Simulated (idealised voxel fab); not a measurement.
The document below concerns the process module designated voxel self aligned vias.
Cross-sectional view cut (width: 250 nm; square cell size: 5 nm).
Cross-section = grid of square cells, listed top down in bands; band = one or more rows.
It is stipulated that each band's entry specify, in nanometres, the height of the top of the band and then that of its bottom, followed by the materials of the band in left-to-right sequence, each together with its width in nanometres. A single material marked by the word "everywhere" is understood to fill the band from edge to edge; the word "empty" is understood to denote empty space.
Height is counted from the level 0, under which the received wafer is composed throughout of one material. The lowest of the bands is not closed at the bottom but continues downward, in the notation "0..down".
Width spec "30->40" -> top row of cells at first value, bottom row at second value, equal per-row change in between.
Any step labelled "no modification" changed none of the cells in the cross-section.
The entry "Closed internal cavities" lists the empty spaces that cover at least 8 cells and have no open path to the top. Each is written as width x height at distance, where the distance is measured from the left edge and all three values are in nm.
Text after the settings on a step's line: the simulator's own remark on that step.
The "overlay nm" setting may appear on a step's line; for a step that uses a mask, it gives how far to the right of its planned position the mask lay, and a negative value indicates the left.
HERE'S WHAT THE PLANNED PROCESS STEPS LOOK LIKE
step 1: op RECEIVE | material Si
step 2: op CONFORMAL_DEP | material SiO2 | thk nm 15
step 3: op CONFORMAL_DEP | material SiCN | thk nm 5
step 4: op DIRECTIONAL_DEP | material lowk | thk nm 25
step 5: op MASKED_ETCH | tone open | mask id LINES | width nm 25 | pitch nm 60 | etch materials lowk | depth nm 25 | overlay nm 0
step 6: op CONFORMAL_DEP | material TiN | thk nm 5
step 7: op FILL_DEP | material Ru | thk nm 5
step 8: op CMP | height nm 45
step 9: op SELECTIVE_ETCH | etch materials W Ru TiN | depth nm 10
step 10: op FILL_DEP | material SiN | thk nm 5
step 11: op CMP | height nm 45
step 12: op DIRECTIONAL_DEP | material lowk | thk nm 20
step 13: op PATTERN | tone open | mask id VIAS | material resist | width nm 45 | thk nm 20 | overlay nm 0
step 14: op DIRECTIONAL_ETCH | etch materials lowk | depth nm 20
step 15: op DIRECTIONAL_ETCH | etch materials SiN | depth nm 10
step 16: op STRIP | etch materials resist
step 17: op CONFORMAL_DEP | material TiN | thk nm 5
step 18: op FILL_DEP | material Ru | thk nm 5
step 19: op CMP | height nm 65
step 20: op CONFORMAL_DEP | material SiCN | thk nm 5
THE FIRST OF A SET OF TWO WAFERS, RUN TO PLAN
HERE'S WHAT THE WAFER LOOKED LIKE IN CROSS-SECTION WHEN IT ARRIVED - THAT'S AFTER STEP 1
- 0..down  Si everywhere
- Closed internal cavities: none
SECTIONAL VIEW: WAFER, AFTER STEP 2
- 15..0  SiO2 everywhere
- Under 0: no change, same as before.
SECTIONAL VIEW: WAFER, AFTER STEP 3
- 20..15  SiCN everywhere
- Under 15: no change, same as before.
SECTIONAL VIEW: WAFER, AFTER STEP 4
- 45..20  lowk everywhere
- Under 20: no change, same as before.
SECTIONAL VIEW: WAFER, AFTER STEP 5
- 45..20  80 lowk, 25 empty, 35 lowk, 25 empty, 85 lowk
- Under 20: no change, same as before.
SECTIONAL VIEW: WAFER, AFTER STEP 6
- 50..45  85 TiN, 15 empty, 45 TiN, 15 empty, 90 TiN
- 45..25  80 lowk, 5 TiN, 15 empty, 5 TiN, 35 lowk, 5 TiN, 15 empty, 5 TiN, 85 lowk
- 25..20  80 lowk, 25 TiN, 35 lowk, 25 TiN, 85 lowk
- Under 20: no change, same as before.
SECTIONAL VIEW: WAFER, AFTER STEP 7
- 55..50  Ru everywhere
- 50..45  85 TiN, 15 Ru, 45 TiN, 15 Ru, 90 TiN
- 45..25  80 lowk, 5 TiN, 15 Ru, 5 TiN, 35 lowk, 5 TiN, 15 Ru, 5 TiN, 85 lowk
- Under 25: no change, same as before.
SECTIONAL VIEW: WAFER, AFTER STEP 8
- 45..25  80 lowk, 5 TiN, 15 Ru, 5 TiN, 35 lowk, 5 TiN, 15 Ru, 5 TiN, 85 lowk
- Under 25: no change, same as before.
SECTIONAL VIEW: WAFER, AFTER STEP 9
- 45..35  80 lowk, 25 empty, 35 lowk, 25 empty, 85 lowk
- Under 35: no change, same as before.
SECTIONAL VIEW: WAFER, AFTER STEP 10
- 50..45  SiN everywhere
- 45..35  80 lowk, 25 SiN, 35 lowk, 25 SiN, 85 lowk
- Under 35: no change, same as before.
SECTIONAL VIEW: WAFER, AFTER STEP 11
- 45..35  80 lowk, 25 SiN, 35 lowk, 25 SiN, 85 lowk
- Under 35: no change, same as before.
SECTIONAL VIEW: WAFER, AFTER STEP 12
- 65..45  lowk everywhere
- Under 45: no change, same as before.
SECTIONAL VIEW: WAFER, AFTER STEP 13
- 85..65  70 resist, 45 empty, 135 resist
- Under 65: no change, same as before.
SECTIONAL VIEW: WAFER, AFTER STEP 14
- 85..65  70 resist, 45 empty, 135 resist
- 65..45  70 lowk, 45 empty, 135 lowk
- Under 45: no change, same as before.
SECTIONAL VIEW: WAFER, AFTER STEP 15
- 85..65  70 resist, 45 empty, 135 resist
- 65..45  70 lowk, 45 empty, 135 lowk
- 45..35  80 lowk, 25 empty, 35 lowk, 25 SiN, 85 lowk
- Under 35: no change, same as before.
SECTIONAL VIEW: WAFER, AFTER STEP 16
- 65..45  70 lowk, 45 empty, 135 lowk
- Under 45: no change, same as before.
SECTIONAL VIEW: WAFER, AFTER STEP 17
- 70..65  75 TiN, 35 empty, 140 TiN
- 65..50  70 lowk, 5 TiN, 35 empty, 5 TiN, 135 lowk
- 50..45  70 lowk, 15 TiN, 15 empty, 15 TiN, 135 lowk
- 45..40  80 lowk, 5 TiN, 15 empty, 5 TiN, 35 lowk, 25 SiN, 85 lowk
- 40..35  80 lowk, 25 TiN, 35 lowk, 25 SiN, 85 lowk
- Under 35: no change, same as before.
SECTIONAL VIEW: WAFER, AFTER STEP 18
- 75..70  Ru everywhere
- 70..65  75 TiN, 35 Ru, 140 TiN
- 65..50  70 lowk, 5 TiN, 35 Ru, 5 TiN, 135 lowk
- 50..45  70 lowk, 15 TiN, 15 Ru, 15 TiN, 135 lowk
- 45..40  80 lowk, 5 TiN, 15 Ru, 5 TiN, 35 lowk, 25 SiN, 85 lowk
- Under 40: no change, same as before.
SECTIONAL VIEW: WAFER, AFTER STEP 19
- 65..50  70 lowk, 5 TiN, 35 Ru, 5 TiN, 135 lowk
- Under 50: no change, same as before.
SECTIONAL VIEW: WAFER, AFTER STEP 20
- 70..65  SiCN everywhere
- Under 65: no change, same as before.
WAFER TWO: LIKE WAFER ONE IN START AND PLAN, BUT WITH ONE MISTAKE IN EXECUTION; IDENTICAL UP TO AND INCLUDING STEP 18
SECOND WAFER, CUT VIEW, END OF STEP 19 PER PLAN
- 70..65  75 TiN, 35 Ru, 140 TiN
- Under 65: no change, same as before.
SECOND WAFER, CUT VIEW, END OF STEP 20 PER PLAN
- 75..70  SiCN everywhere
- Under 70: no change, same as before.
The plan and the run diverged here: step 19 went in with a setting other than planned; the actual run was op CMP | height nm 70
Heads up, by the end the second wafer has more or fewer cells of some materials compared to the first: +7 Ru | +43 TiN
